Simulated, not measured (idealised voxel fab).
process module | voxel self aligned contacts
cross-section cut | 265 nm wide | cells 5 nm
A cross-section is a grid of square cells, given in bands from the top down. A band is one or more rows of cells.
Each band's line starts with the height of the band's top and of its bottom, in nm. Then come its materials from left to right, each with its width in nm. One material with "throughout" fills the band from edge to edge. "air" is empty space.
Height 0 is the level under which the wafer as received is all one material. The lowest band goes on downwards, as in "0 down".
A width such as "30 to 40" changes by the same amount from each row of cells to the next, from the band's top row to its bottom row.
"no change" after a step means that no cell of the cross-section changed.
closed voids: empty space of 8 cells or more with no open way to the top, each as width x height at its distance from the left edge, in nm
after a step's settings: what the simulator itself notes on the step
overlay nm, on a step with a mask: how far to the right of its planned place the mask lay; to the left if negative
plan
1 op RECEIVE | material Si
2 op OXIDIZE | depth nm 5
3 op DIRECTIONAL_DEP | material polySi | thk nm 30
4 op DIRECTIONAL_DEP | material SiN | thk nm 20
5 op DIRECTIONAL_DEP | material aC | thk nm 15
6 op PATTERN | tone cover | mask id GATE | material resist | width nm 35 | pitch nm 70 | thk nm 30 | overlay nm 0
7 op DIRECTIONAL_ETCH | etch materials aC | depth nm 15
8 op STRIP | etch materials resist
9 op DIRECTIONAL_ETCH | etch materials SiN | depth nm 20
10 op DIRECTIONAL_ETCH | etch materials polySi | depth nm 30
11 op STRIP | etch materials aC
12 op CONFORMAL_DEP | material SiN | thk nm 5
13 op DIRECTIONAL_ETCH | etch materials SiN | depth nm 5
14 op FILL_DEP | material SiO2 | thk nm 10
15 op CMP | height nm 55
16 op PATTERN | tone open | mask id CONTACT | material resist | width nm 55 | thk nm 15 | overlay nm 0
17 op DIRECTIONAL_ETCH | etch materials SiO2 | depth nm 60
18 op STRIP | etch materials resist
19 op CONFORMAL_DEP | material TiN | thk nm 5
20 op FILL_DEP | material Ru | thk nm 10
21 op CMP | height nm 55
22 op CONFORMAL_DEP | material SiN | thk nm 5
as received, after step 1
  0 down: Si throughout
  closed voids: none
first wafer at the end, as planned
  60 to 55: SiN throughout
  55 to 50: SiO2 105 | TiN 20 | Ru 15 | TiN 20 | SiO2 105
  50 to 30: SiO2 75 | SiN 45 | TiN 5 | Ru 15 | TiN 5 | SiN 45 | SiO2 75
  30 to 0: SiO2 75 | SiN 5 | polySi 35 | SiN 5 | TiN 5 | Ru 15 | TiN 5 | SiN 5 | polySi 35 | SiN 5 | SiO2 75
  0 to -5: SiO2 120 | TiN 25 | SiO2 120
  -5 down: Si throughout
  closed voids: none
second wafer at the end: like start, like plan, one mistake
  75 to 70: SiN throughout
  70 to 60: Ru throughout
  60 to 55: TiN 110 | Ru 45 | TiN 110
  55 to 50: SiO2 105 | TiN 20 | Ru 15 | TiN 20 | SiO2 105
  50 to 30: SiO2 75 | SiN 45 | TiN 5 | Ru 15 | TiN 5 | SiN 45 | SiO2 75
  30 to 0: SiO2 75 | SiN 5 | polySi 35 | SiN 5 | TiN 5 | Ru 15 | TiN 5 | SiN 5 | polySi 35 | SiN 5 | SiO2 75
  0 to -5: SiO2 120 | TiN 25 | SiO2 120
  -5 down: Si throughout
  closed voids: none
what went wrong: step 21 was left out
at the end the second wafer has, in cells: 115 more of Ru | 44 more of TiN
